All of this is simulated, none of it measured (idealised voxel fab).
A process module follows: voxel self aligned vias.
FYI the section here is cut, 220 nm wide, cells are 5 nm squares.
We lay out every cross-section as a grid of square cells and spell it out in bands from the top down, where one band means one or more rows of cells. The entry gives the band's vertical extent as a top height and a bottom height in nm, then its horizontal make-up as materials from left to right, each with a width in nm. "air" stands for empty space; a single material marked "edge to edge" fills the band edge to edge. Heights from 0 (as-received wafer is one material below). Bottom band endless downward, as "0 and below". Top row gets the first number, bottom row gets the second, and each row in between changes by the same step: that is how a band width like "30->40" works. What does "nothing got changed" mean for a step? It means no cell of the cross-section changed in that step. Empty spaces counting at least 8 cells and having no open way to the top are listed in "Enclosed void inventory". The notation width x height at distance is used for each, the distance being from the left edge and all three values in nm. On a step's line, text after the settings is the simulator commenting on that step. Steps that use a mask can have "overlay nm" on their line. It says how far the mask sat to the right of where it was meant to be. Negative means to the left.

# The steps planned for the process are as follows
1. RECEIVE (material Si)
2. CONFORMAL_DEP (material SiO2; thk nm 10)
3. CONFORMAL_DEP (material SiCN; thk nm 5)
4. DIRECTIONAL_DEP (material lowk; thk nm 25)
5. PATTERN (tone open; mask id LINES; material resist; width nm 20; pitch nm 65; thk nm 15; overlay nm 0)
6. DIRECTIONAL_ETCH (etch materials lowk; depth nm 25)
7. STRIP (etch materials resist)
8. CONFORMAL_DEP (material TiN; thk nm 5)
9. FILL_DEP (material Ru; thk nm 10)
10. CMP (height nm 40)
11. SELECTIVE_ETCH (etch materials W Ru TiN; depth nm 10)
12. FILL_DEP (material SiN; thk nm 10)
13. CMP (height nm 40)
14. DIRECTIONAL_DEP (material lowk; thk nm 20)
15. DIRECTIONAL_DEP (material aC; thk nm 10)
16. PATTERN (tone open; mask id VIAS; material resist; width nm 40; thk nm 25; overlay nm 0)
17. DIRECTIONAL_ETCH (etch materials aC; depth nm 10)
18. STRIP (etch materials resist)
19. DIRECTIONAL_ETCH (etch materials lowk; depth nm 20)
20. DIRECTIONAL_ETCH (etch materials SiN; depth nm 10)
21. STRIP (etch materials aC)
22. CONFORMAL_DEP (material TiN; thk nm 5)
23. FILL_DEP (material W; thk nm 5)
24. CMP (height nm 60)
25. CONFORMAL_DEP (material SiCN; thk nm 5)

# Cross-sectional view of the wafer in its as-received condition, corresponding to the state after step 1
    0 and below | Si edge to edge
    Enclosed void inventory: none

# Here's the wafer cut in cross-section after the module, started and planned just like above, except one thing was done wrong in the run
    65 down to 60 | SiCN edge to edge
    60 down to 45 | lowk=55, TiN=5, W=30, TiN=5, lowk=125
    45 down to 40 | lowk=55, TiN=20, W=10, TiN=10, lowk=125
    40 down to 35 | lowk=70, TiN=5, W=10, TiN=5, lowk=45, SiN=20, lowk=65
    35 down to 30 | lowk=70, TiN=20, lowk=45, SiN=20, lowk=65
    30 down to 20 | lowk=70, TiN=5, Ru=10, TiN=5, lowk=45, TiN=5, Ru=10, TiN=5, lowk=65
    20 down to 15 | lowk=70, TiN=20, lowk=45, TiN=20, lowk=65
    15 down to 10 | SiCN edge to edge
    10 down to 0 | SiO2 edge to edge
    0 and below | Si edge to edge
    Enclosed void inventory: none
What was the processing mistake? the process deviated at step 5: the operation and settings actually run there were PATTERN (tone open; mask id LINES; material resist; width nm 20; pitch nm 65; thk nm 15; overlay nm 5)
